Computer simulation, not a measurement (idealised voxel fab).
You're looking at the process module voxel self aligned vias.
In the cross-section labelled cut, the width is 195 nm and each square cell is 5 nm.
Heads up, the way a cross-section reads in here is a grid of square cells, handed over as bands from the top down, with every band being one or more rows of cells. Top height, bottom height, nm. Materials left to right, width each, nm. Single material + "full width" = fills band edge to edge. "blank" = empty. Height 0 is the level under which the wafer as received is all one material. The lowest band goes on downwards, as in "top 0, no bottom". Width: "30 to 40" (first number = top row, second number = bottom row, same change from row to row of cells). Key: "nothing different" - step with no changed cell in the cross-section. Look at "Closed internal cavities" for the closed voids: empty spaces with no open path to the top, sized 8 cells or up. Each is width x height at distance, distance from the left edge, all nm. The remark found on a step's line after its settings is issued by the simulator itself and pertains to that step. On any step carrying a mask, the "overlay nm" setting, if present on the step's line, tells how far right of its planned place the mask lay; negative values point to the left.
Steps in the process plan
1: RECEIVE (material Si)
2: CONFORMAL_DEP (material SiO2; thk nm 15)
3: CONFORMAL_DEP (material SiCN; thk nm 5)
4: DIRECTIONAL_DEP (material SiO2; thk nm 25)
5: MASKED_ETCH (tone open; mask id LINES; width nm 25; pitch nm 65; etch materials SiO2; depth nm 25; overlay nm 0)
6: CONFORMAL_DEP (material TiN; thk nm 5)
7: FILL_DEP (material Ru; thk nm 10)
8: CMP (height nm 45)
9: SELECTIVE_ETCH (etch materials W Ru TiN; depth nm 5)
10: FILL_DEP (material SiN; thk nm 5)
11: CMP (height nm 45)
12: DIRECTIONAL_DEP (material SiO2; thk nm 15)
13: DIRECTIONAL_DEP (material aC; thk nm 10)
14: PATTERN (tone open; mask id VIAS; material resist; width nm 35; thk nm 30; overlay nm 0)
15: DIRECTIONAL_ETCH (etch materials aC; depth nm 10)
16: STRIP (etch materials resist)
17: DIRECTIONAL_ETCH (etch materials SiO2; depth nm 15)
18: DIRECTIONAL_ETCH (etch materials SiN; depth nm 5)
19: STRIP (etch materials aC)
20: CONFORMAL_DEP (material TiN; thk nm 5)
21: FILL_DEP (material Ru; thk nm 10)
22: CMP (height nm 60)
23: CONFORMAL_DEP (material SiN; thk nm 5)
What follows covers the first of two wafers; it ran as planned
As-received wafer cross-section (after step 1)
    top 0, no bottom | Si full width
    Closed internal cavities: none
Upon completion of step 2, the wafer appears in cross-section as shown
    top 15, bottom 0 | SiO2 full width
    Rest of section, below 0: as before.
Upon completion of step 3, the wafer appears in cross-section as shown
    top 20, bottom 15 | SiCN full width
    Rest of section, below 15: as before.
Upon completion of step 4, the wafer appears in cross-section as shown
    top 45, bottom 20 | SiO2 full width
    Rest of section, below 20: as before.
Upon completion of step 5, the wafer appears in cross-section as shown
    top 45, bottom 20 | SiO2 (50); blank (25); SiO2 (40); blank (25); SiO2 (55)
    Rest of section, below 20: as before.
Upon completion of step 6, the wafer appears in cross-section as shown
    top 50, bottom 45 | TiN (55); blank (15); TiN (50); blank (15); TiN (60)
    top 45, bottom 25 | SiO2 (50); TiN (5); blank (15); TiN (5); SiO2 (40); TiN (5); blank (15); TiN (5); SiO2 (55)
    top 25, bottom 20 | SiO2 (50); TiN (25); SiO2 (40); TiN (25); SiO2 (55)
    Rest of section, below 20: as before.
Upon completion of step 7, the wafer appears in cross-section as shown
    top 60, bottom 50 | Ru full width
    top 50, bottom 45 | TiN (55); Ru (15); TiN (50); Ru (15); TiN (60)
    top 45, bottom 25 | SiO2 (50); TiN (5); Ru (15); TiN (5); SiO2 (40); TiN (5); Ru (15); TiN (5); SiO2 (55)
    Rest of section, below 25: as before.
Upon completion of step 8, the wafer appears in cross-section as shown
    top 45, bottom 25 | SiO2 (50); TiN (5); Ru (15); TiN (5); SiO2 (40); TiN (5); Ru (15); TiN (5); SiO2 (55)
    Rest of section, below 25: as before.
Upon completion of step 9, the wafer appears in cross-section as shown
    top 45, bottom 40 | SiO2 (50); blank (25); SiO2 (40); blank (25); SiO2 (55)
    Rest of section, below 40: as before.
Upon completion of step 10, the wafer appears in cross-section as shown
    top 50, bottom 45 | SiN full width
    top 45, bottom 40 | SiO2 (50); SiN (25); SiO2 (40); SiN (25); SiO2 (55)
    Rest of section, below 40: as before.
Upon completion of step 11, the wafer appears in cross-section as shown
    top 45, bottom 40 | SiO2 (50); SiN (25); SiO2 (40); SiN (25); SiO2 (55)
    Rest of section, below 40: as before.
Upon completion of step 12, the wafer appears in cross-section as shown
    top 60, bottom 45 | SiO2 full width
    Rest of section, below 45: as before.
Upon completion of step 13, the wafer appears in cross-section as shown
    top 70, bottom 60 | aC full width
    Rest of section, below 60: as before.
Upon completion of step 14, the wafer appears in cross-section as shown
    top 100, bottom 70 | resist (45); blank (35); resist (115)
    Rest of section, below 70: as before.
Upon completion of step 15, the wafer appears in cross-section as shown
    top 90, bottom 70 | resist (45); blank (35); resist (115)
    top 70, bottom 60 | aC (45); blank (35); aC (115)
    Rest of section, below 60: as before.
Upon completion of step 16, the wafer appears in cross-section as shown
    top 70, bottom 60 | aC (45); blank (35); aC (115)
    Rest of section, below 60: as before.
Upon completion of step 17, the wafer appears in cross-section as shown
    top 70, bottom 60 | aC (45); blank (35); aC (115)
    top 60, bottom 45 | SiO2 (45); blank (35); SiO2 (115)
    Rest of section, below 45: as before.
Upon completion of step 18, the wafer appears in cross-section as shown
    top 70, bottom 60 | aC (45); blank (35); aC (115)
    top 60, bottom 45 | SiO2 (45); blank (35); SiO2 (115)
    top 45, bottom 40 | SiO2 (50); blank (25); SiO2 (40); SiN (25); SiO2 (55)
    Rest of section, below 40: as before.
Upon completion of step 19, the wafer appears in cross-section as shown
    top 60, bottom 45 | SiO2 (45); blank (35); SiO2 (115)
    Rest of section, below 45: as before.
Upon completion of step 20, the wafer appears in cross-section as shown
    top 65, bottom 60 | TiN (50); blank (25); TiN (120)
    top 60, bottom 50 | SiO2 (45); TiN (5); blank (25); TiN (5); SiO2 (115)
    top 50, bottom 45 | SiO2 (45); TiN (10); blank (15); TiN (10); SiO2 (115)
    top 45, bottom 40 | SiO2 (50); TiN (25); SiO2 (40); SiN (25); SiO2 (55)
    Rest of section, below 40: as before.
Upon completion of step 21, the wafer appears in cross-section as shown
    top 75, bottom 65 | Ru full width
    top 65, bottom 60 | TiN (50); Ru (25); TiN (120)
    top 60, bottom 50 | SiO2 (45); TiN (5); Ru (25); TiN (5); SiO2 (115)
    top 50, bottom 45 | SiO2 (45); TiN (10); Ru (15); TiN (10); SiO2 (115)
    Rest of section, below 45: as before.
Upon completion of step 22, the wafer appears in cross-section as shown
    top 60, bottom 50 | SiO2 (45); TiN (5); Ru (25); TiN (5); SiO2 (115)
    Rest of section, below 50: as before.
Upon completion of step 23, the wafer appears in cross-section as shown
    top 65, bottom 60 | SiN full width
    Rest of section, below 60: as before.
The second wafer: identical to the first at the outset and in its planned sequence, differing only in that one mistake was made during processing; up to and including step 13, its path is the first wafer's path
X-section, second wafer, when step 14 was due to finish
    top 100, bottom 70 | resist (50); blank (25); resist (120)
    Rest of section, below 70: as before.
X-section, second wafer, when step 15 was due to finish
    top 90, bottom 70 | resist (50); blank (25); resist (120)
    top 70, bottom 60 | aC (50); blank (25); aC (120)
    Rest of section, below 60: as before.
X-section, second wafer, when step 16 was due to finish
    top 70, bottom 60 | aC (50); blank (25); aC (120)
    Rest of section, below 60: as before.
X-section, second wafer, when step 17 was due to finish
    top 70, bottom 60 | aC (50); blank (25); aC (120)
    top 60, bottom 45 | SiO2 (50); blank (25); SiO2 (120)
    Rest of section, below 45: as before.
X-section, second wafer, when step 18 was due to finish
    top 70, bottom 60 | aC (50); blank (25); aC (120)
    top 60, bottom 45 | SiO2 (50); blank (25); SiO2 (120)
    top 45, bottom 40 | SiO2 (50); blank (25); SiO2 (40); SiN (25); SiO2 (55)
    Rest of section, below 40: as before.
X-section, second wafer, when step 19 was due to finish
    top 60, bottom 45 | SiO2 (50); blank (25); SiO2 (120)
    Rest of section, below 45: as before.
X-section, second wafer, when step 20 was due to finish
    top 65, bottom 60 | TiN (55); blank (15); TiN (125)
    top 60, bottom 45 | SiO2 (50); TiN (5); blank (15); TiN (5); SiO2 (120)
    top 45, bottom 40 | SiO2 (50); TiN (25); SiO2 (40); SiN (25); SiO2 (55)
    Rest of section, below 40: as before.
X-section, second wafer, when step 21 was due to finish
    top 75, bottom 65 | Ru full width
    top 65, bottom 60 | TiN (55); Ru (15); TiN (125)
    top 60, bottom 45 | SiO2 (50); TiN (5); Ru (15); TiN (5); SiO2 (120)
    Rest of section, below 45: as before.
X-section, second wafer, when step 22 was due to finish
    top 60, bottom 45 | SiO2 (50); TiN (5); Ru (15); TiN (5); SiO2 (120)
    Rest of section, below 45: as before.
X-section, second wafer, when step 23 was due to finish
    top 65, bottom 60 | SiN full width
    Rest of section, below 60: as before.
Diagnosis: for step 14, the planned setting was not used; the step was instead run as PATTERN (tone open; mask id VIAS; material resist; width nm 25; thk nm 30; overlay nm 0)
Once processing is complete, comparing cell counts shows that the second wafer has more or fewer of certain materials than the first: Ru -4, SiO2 +6, TiN -2
